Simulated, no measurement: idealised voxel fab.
process module | voxel self aligned vias
cross-section cut | 285 nm wide | cells 5 nm
A cross-section is a grid of square cells, given in bands from the top down. A band is one or more rows of cells.
Each band's line starts with the height of the band's top and of its bottom, in nm. Then come its materials from left to right, each with its width in nm. One material with "throughout" fills the band from edge to edge. "air" is empty space.
Height 0 is the level under which the wafer as received is all one material. The lowest band goes on downwards, as in "0 down".
A width such as "30 to 40" changes by the same amount from each row of cells to the next, from the band's top row to its bottom row.
"no change" after a step means that no cell of the cross-section changed.
closed voids: empty space of 8 cells or more with no open way to the top, each as width x height at its distance from the left edge, in nm
after a step's settings: what the simulator itself notes on the step
overlay nm, on a step with a mask: how far to the right of its planned place the mask lay; to the left if negative
plan
1 op RECEIVE | material Si
2 op CONFORMAL_DEP | material SiO2 | thk nm 10
3 op CONFORMAL_DEP | material SiCN | thk nm 5
4 op DIRECTIONAL_DEP | material lowk | thk nm 25
5 op MASKED_ETCH | tone open | mask id LINES | width nm 20 | pitch nm 45 | etch materials lowk | depth nm 25 | overlay nm 0
6 op CONFORMAL_DEP | material TiN | thk nm 5
7 op FILL_DEP | material W | thk nm 10
8 op CMP | height nm 40
9 op SELECTIVE_ETCH | etch materials W Ru TiN | depth nm 5
10 op FILL_DEP | material SiN | thk nm 5
11 op CMP | height nm 40
12 op DIRECTIONAL_DEP | material lowk | thk nm 20
13 op DIRECTIONAL_DEP | material aC | thk nm 10
14 op PATTERN | tone open | mask id VIAS | material resist | width nm 30 | pitch nm 90 | thk nm 30 | overlay nm 0
15 op DIRECTIONAL_ETCH | etch materials aC | depth nm 10
16 op STRIP | etch materials resist
17 op DIRECTIONAL_ETCH | etch materials lowk | depth nm 20
18 op DIRECTIONAL_ETCH | etch materials SiN | depth nm 5
19 op STRIP | etch materials aC
20 op CONFORMAL_DEP | material TiN | thk nm 5
21 op FILL_DEP | material Ru | thk nm 5
22 op CMP | height nm 60
23 op CONFORMAL_DEP | material SiCN | thk nm 5
as received, after step 1
  0 down: Si throughout
  closed voids: none
first wafer at the end, as planned
  65 to 60: SiCN throughout
  60 to 45: lowk 80 | TiN 5 | Ru 20 | TiN 5 | lowk 60 | TiN 5 | Ru 20 | TiN 5 | lowk 85
  45 to 40: lowk 80 | TiN 10 | Ru 10 | TiN 10 | lowk 60 | TiN 10 | Ru 10 | TiN 10 | lowk 85
  40 to 35: lowk 85 | TiN 20 | lowk 25 | SiN 20 | lowk 25 | TiN 20 | lowk 90
  35 to 20: lowk 85 | TiN 5 | W 10 | TiN 5 | lowk 25 | TiN 5 | W 10 | TiN 5 | lowk 25 | TiN 5 | W 10 | TiN 5 | lowk 90
  20 to 15: lowk 85 | TiN 20 | lowk 25 | TiN 20 | lowk 25 | TiN 20 | lowk 90
  15 to 10: SiCN throughout
  10 to 0: SiO2 throughout
  0 down: Si throughout
  closed voids: none
second wafer at the end: like start, like plan, one mistake
  65 to 60: SiCN throughout
  60 to 45: lowk 80 | TiN 5 | Ru 20 | TiN 5 | lowk 60 | TiN 5 | Ru 20 | TiN 5 | lowk 85
  45 to 40: lowk 80 | TiN 30 | lowk 60 | TiN 30 | lowk 85
  40 to 35: lowk 85 | SiO2 20 | lowk 25 | SiO2 20 | lowk 25 | SiO2 20 | lowk 90
  35 to 20: lowk 85 | TiN 5 | W 10 | TiN 5 | lowk 25 | TiN 5 | W 10 | TiN 5 | lowk 25 | TiN 5 | W 10 | TiN 5 | lowk 90
  20 to 15: lowk 85 | TiN 20 | lowk 25 | TiN 20 | lowk 25 | TiN 20 | lowk 90
  15 to 10: SiCN throughout
  10 to 0: SiO2 throughout
  0 down: Si throughout
  closed voids: none
what went wrong: step 10 ran as: op FILL_DEP | material SiO2 | thk nm 5
at the end the second wafer has, in cells: 4 fewer of Ru | 4 fewer of SiN | 12 more of SiO2 | 4 fewer of TiN
